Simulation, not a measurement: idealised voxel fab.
The name of this process module is voxel trench capacitor.
In the cross-section labelled cut, the width is 185 nm and each square cell is 5 nm.
For the purposes of this document, a cross-section shall be understood as a grid of square cells, specified as bands listed in top-to-bottom order, each band consisting of one or more rows of cells.
What a band's entry tells you: where the top is and where the bottom is, as heights in nm, and after that what lies inside, material by material from left to right, each with its width in nm. Empty space is written as the word "empty", and a single material marked with the word "throughout" occupies the band from edge to edge.
It should be noted that heights are counted from 0, beneath which the wafer as supplied is of one material throughout, and that the lowest band possesses no lower boundary but continues downward, as written in "top 0, no bottom".
Width spec "30..40" -> top row of cells at first value, bottom row at second value, equal per-row change in between.
"no change" after a step means that no cell of the cross-section changed.
"Sealed void list" enumerates empty spaces isolated from the top, with no open way to it, that contain at least 8 cells, giving each as width x height at distance from the left edge, all three in nm.
That trailing text on a step's line, after the settings, is the simulator's own remark on the step.
Each step line may optionally specify "overlay nm", which for a step with a mask gives the rightward distance between the mask's planned place and where it lay, a negative value indicating the leftward direction.

Below is the list of planned process steps:
1. RECEIVE,material Si
2. CONFORMAL_DEP,material SiN,thk nm 5
3. DIRECTIONAL_DEP,material aC,thk nm 10
4. PATTERN,tone open,mask id TRENCH,material resist,width nm 20,pitch nm 45,thk nm 25,overlay nm 0
5. DIRECTIONAL_ETCH,etch materials aC,depth nm 10
6. STRIP,etch materials resist
7. DIRECTIONAL_ETCH,etch materials SiN,depth nm 5
8. DIRECTIONAL_ETCH,etch materials Si,depth nm 40
9. STRIP,etch materials aC
10. CONFORMAL_DEP,material Al2O3,thk nm 5
11. FILL_DEP,material polySi,thk nm 10
12. CMP,height nm 5

Step 1 complete: cross-section of the wafer as received:
* top 0, no bottom: Si throughout
* Sealed void list: none

Cross-section taken at module completion on the first of two wafers; processed per the plan:
* top 5, bottom 0: SiN (15); Al2O3 (5); polySi (10); Al2O3 (5); SiN (25); Al2O3 (5); polySi (10); Al2O3 (5); SiN (25); Al2O3 (5); polySi (10); Al2O3 (5); SiN (25); Al2O3 (5); polySi (10); Al2O3 (5); SiN (15)
* top 0, bottom -35: Si (15); Al2O3 (5); polySi (10); Al2O3 (5); Si (25); Al2O3 (5); polySi (10); Al2O3 (5); Si (25); Al2O3 (5); polySi (10); Al2O3 (5); Si (25); Al2O3 (5); polySi (10); Al2O3 (5); Si (15)
* top -35, bottom -40: Si (15); Al2O3 (20); Si (25); Al2O3 (20); Si (25); Al2O3 (20); Si (25); Al2O3 (20); Si (15)
* top -40, no bottom: Si throughout
* Sealed void list: none

Cross-section at end of module for the second wafer of two, which matched the first in starting point and plan and differed by one mistake in its processing:
* top 5, bottom 0: SiN (20); Al2O3 (5); polySi (5); Al2O3 (5); SiN (30); Al2O3 (5); polySi (5); Al2O3 (5); SiN (30); Al2O3 (5); polySi (5); Al2O3 (5); SiN (30); Al2O3 (5); polySi (5); Al2O3 (5); SiN (15)
* top 0, bottom -35: Si (20); Al2O3 (5); polySi (5); Al2O3 (5); Si (30); Al2O3 (5); polySi (5); Al2O3 (5); Si (30); Al2O3 (5); polySi (5); Al2O3 (5); Si (30); Al2O3 (5); polySi (5); Al2O3 (5); Si (15)
* top -35, bottom -40: Si (20); Al2O3 (15); Si (30); Al2O3 (15); Si (30); Al2O3 (15); Si (30); Al2O3 (15); Si (15)
* top -40, no bottom: Si throughout
* Sealed void list: none
Plan not followed: step 4 ran with different settings than intended, the actual operation and settings being PATTERN,tone open,mask id TRENCH,material resist,width nm 15,pitch nm 45,thk nm 25,overlay nm 0
End check, counted in cells, second wafer has more or fewer of these materials than the first: -4 Al2O3 | +32 Si | +4 SiN | -32 polySi
